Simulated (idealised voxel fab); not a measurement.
voxel released beams: a process module
FYI the section here is cut, 145 nm wide, cells are 5 nm squares.
Format of a cross-section: grid, square cells. Given as bands. Order: top down. Band: one or more rows of cells. For a band, the entry starts with two heights in nm, that of the top and then that of the bottom, and carries on with the band's materials in order from left to right, each alongside its width in nm; the word "everywhere" beside a single material means it fills the band edge to edge, and "air" means empty space. The level at which height equals 0 is the one under which the wafer, as it arrives, is entirely one material. No lower edge exists for the bottom band, which continues downward and is notated as in "0 down". A width such as "30->40" changes by the same amount from each row of cells to the next, from the band's top row to its bottom row. "left unchanged" -> step changed no cross-section cell. Each empty space that has no open way to the top and spans at least 8 cells appears under "Closed void entries" as width x height at distance, the distance counted from the left edge, all in nm. What comes after the settings on a step's line is commentary from the simulator itself on that step. Regarding "overlay nm": on a step with a mask, it is the distance the mask lay to the right of its planned place; a negative value places it to the left.

The following list gives the planned process steps:
1,RECEIVE [material Si]
2,CONFORMAL_DEP [material Al2O3] [thk nm 5]
3,DIRECTIONAL_DEP [material SiO2] [thk nm 15]
4,DIRECTIONAL_DEP [material aC] [thk nm 10]
5,PATTERN [tone open] [mask id ANCHOR] [material resist] [width nm 30] [thk nm 30] [overlay nm 0]
6,DIRECTIONAL_ETCH [etch materials aC] [depth nm 10]
7,STRIP [etch materials resist]
8,DIRECTIONAL_ETCH [etch materials SiO2] [depth nm 15]
9,STRIP [etch materials aC]
10,CONFORMAL_DEP [material SiN] [thk nm 10]
11,DIRECTIONAL_DEP [material aC] [thk nm 5]
12,PATTERN [tone cover] [mask id BEAM] [material resist] [width nm 90] [thk nm 35] [overlay nm 0]
13,DIRECTIONAL_ETCH [etch materials aC] [depth nm 15]
14,STRIP [etch materials resist]
15,DIRECTIONAL_ETCH [etch materials SiN] [depth nm 10]
16,STRIP [etch materials aC]
17,STRIP [etch materials SiO2]
All wafers enter the flow in the same state. The thk nm at step 11 differs from wafer to wafer, and the plan gives the value for the first wafer.

First of several wafers (as received, post step 1), cross-sectional view:
	0 down  Si everywhere
	Closed void entries: none

Every row in this table is a wafer at the end of the module, and it gives, for each of the materials, the cells that wafer has gained (+) or lost (-) since it was received, then its closed voids:
thk nm 5; +29 Al2O3; +48 SiN; Closed void entries: none
thk nm 10; +29 Al2O3; +48 SiN; Closed void entries: none
thk nm 15; +29 Al2O3; +48 SiN; Closed void entries: none
thk nm 20; +29 Al2O3; +70 SiN; +69 SiO2; Closed void entries: none
thk nm 25; +29 Al2O3; +70 SiN; +69 SiO2; Closed void entries: none
thk nm 30; +29 Al2O3; +70 SiN; +69 SiO2; Closed void entries: none
